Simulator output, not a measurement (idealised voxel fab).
Process module in this document: voxel self aligned contacts
cross-section cut | 270 nm wide | cells 5 nm
If you're reading a cross-section in this doc, picture square cells in a grid; it comes to you as bands, top ones listed first down to the bottom, and a band can be one or more rows of cells. What a band's entry tells you: where the top is and where the bottom is, as heights in nm, and after that what lies inside, material by material from left to right, each with its width in nm. Empty space is written as the word "air", and a single material marked with the word "everywhere" occupies the band from edge to edge. Below 0: as-received wafer, all one material; heights counted from there. Lowest band: no bottom, goes on down, written "z 0 and below". A width given as "30->40" starts at the first number in the band's top row and ends at the second number in its bottom row, shifting by an equal amount at every step from row to row. Key: "left unchanged" - step with no changed cell in the cross-section. "Voids, fully enclosed": sealed empty spaces, 8 cells or more, no open way to top, listed width x height at distance, with distance from the left edge and width, height and distance in nm. Heads up: the bit after the settings on a step's line is the simulator's remark on that step. overlay nm: mask right of planned place by this much (step with mask). Neg. = left.
Process steps (planned):
1. RECEIVE (material Si)
2. OXIDIZE (depth nm 5)
3. DIRECTIONAL_DEP (material polySi; thk nm 30)
4. DIRECTIONAL_DEP (material SiN; thk nm 15)
5. MASKED_ETCH (tone cover; mask id GATE; width nm 25; pitch nm 55; etch materials SiN; depth nm 15; overlay nm 0)
6. MASKED_ETCH (tone cover; mask id GATE; width nm 25; pitch nm 55; etch materials polySi; depth nm 30; overlay nm 0)
7. CONFORMAL_DEP (material SiN; thk nm 5)
8. DIRECTIONAL_ETCH (etch materials SiN; depth nm 5)
9. FILL_DEP (material SiO2; thk nm 10)
10. CMP (height nm 50)
11. MASKED_ETCH (tone open; mask id CONTACT; width nm 40; pitch nm 55; etch materials SiO2; depth nm 55; overlay nm -15)
12. CONFORMAL_DEP (material TiN; thk nm 5)
13. FILL_DEP (material Ru; thk nm 10)
14. CMP (height nm 50)
15. CONFORMAL_DEP (material SiCN; thk nm 5)
The plan shows the overlay nm of step 11 as the first wafer had it; this setting differs between the wafers, which start out alike.
Cut through the first of several wafers as received, post step 1:
- z 0 and below  Si everywhere
- Voids, fully enclosed: none
Depicted here is the first of several wafers in cross-section, at module completion following the last step, step 15:
- z 55 to 50  SiCN everywhere
- z 50 to 45  SiO2 70  TiN 30  Ru 5  TiN 5  SiO2 15  TiN 30  Ru 5  TiN 5  SiO2 105
- z 45 to 30  SiO2 60  SiN 35  TiN 5  Ru 5  TiN 5  SiO2 5  SiN 35  TiN 5  Ru 5  TiN 5  SiO2 5  SiN 35  SiO2 65
- z 30 to 0  SiO2 60  SiN 5  polySi 25  SiN 5  TiN 5  Ru 5  TiN 5  SiO2 5  SiN 5  polySi 25  SiN 5  TiN 5  Ru 5  TiN 5  SiO2 5  SiN 5  polySi 25  SiN 5  SiO2 65
- z 0 to -5  SiO2 95  TiN 15  SiO2 40  TiN 15  SiO2 105
- z -5 and below  Si everywhere
- Voids, fully enclosed: none
Cross-section of the last wafer at end of module:
- z 55 to 50  SiCN everywhere
- z 50 to 45  SiO2 100  TiN 5  Ru 5  TiN 30  SiO2 15  TiN 5  Ru 5  TiN 30  SiO2 75
- z 45 to 30  SiO2 60  SiN 35  SiO2 5  TiN 5  Ru 5  TiN 5  SiN 35  SiO2 5  TiN 5  Ru 5  TiN 5  SiN 35  SiO2 65
- z 30 to 0  SiO2 60  SiN 5  polySi 25  SiN 5  SiO2 5  TiN 5  Ru 5  TiN 5  SiN 5  polySi 25  SiN 5  SiO2 5  TiN 5  Ru 5  TiN 5  SiN 5  polySi 25  SiN 5  SiO2 65
- z 0 to -5  SiO2 100  TiN 15  SiO2 40  TiN 15  SiO2 100
- z -5 and below  Si everywhere
- Voids, fully enclosed: none
The table below has one row for each wafer; a row shows, as of the end of the module, how many cells of each material the wafer has gained, marked (+), or lost, marked (-), since it was received, and then the wafer's closed voids:
overlay nm -15 | +20 Ru | -54 Si | +54 SiCN | +99 SiN | +329 SiO2 | +56 TiN | +90 polySi | Voids, fully enclosed: none
overlay nm -10 | +40 Ru | -54 Si | +54 SiCN | +99 SiN | +309 SiO2 | +56 TiN | +90 polySi | Voids, fully enclosed: none
overlay nm -5 | +40 Ru | -54 Si | +54 SiCN | +99 SiN | +309 SiO2 | +56 TiN | +90 polySi | Voids, fully enclosed: none
overlay nm 0 | +40 Ru | -54 Si | +54 SiCN | +99 SiN | +309 SiO2 | +56 TiN | +90 polySi | Voids, fully enclosed: none
overlay nm 5 | +40 Ru | -54 Si | +54 SiCN | +99 SiN | +309 SiO2 | +56 TiN | +90 polySi | Voids, fully enclosed: none
overlay nm 10 | +40 Ru | -54 Si | +54 SiCN | +99 SiN | +309 SiO2 | +56 TiN | +90 polySi | Voids, fully enclosed: none
overlay nm 15 | +20 Ru | -54 Si | +54 SiCN | +99 SiN | +329 SiO2 | +56 TiN | +90 polySi | Voids, fully enclosed: none
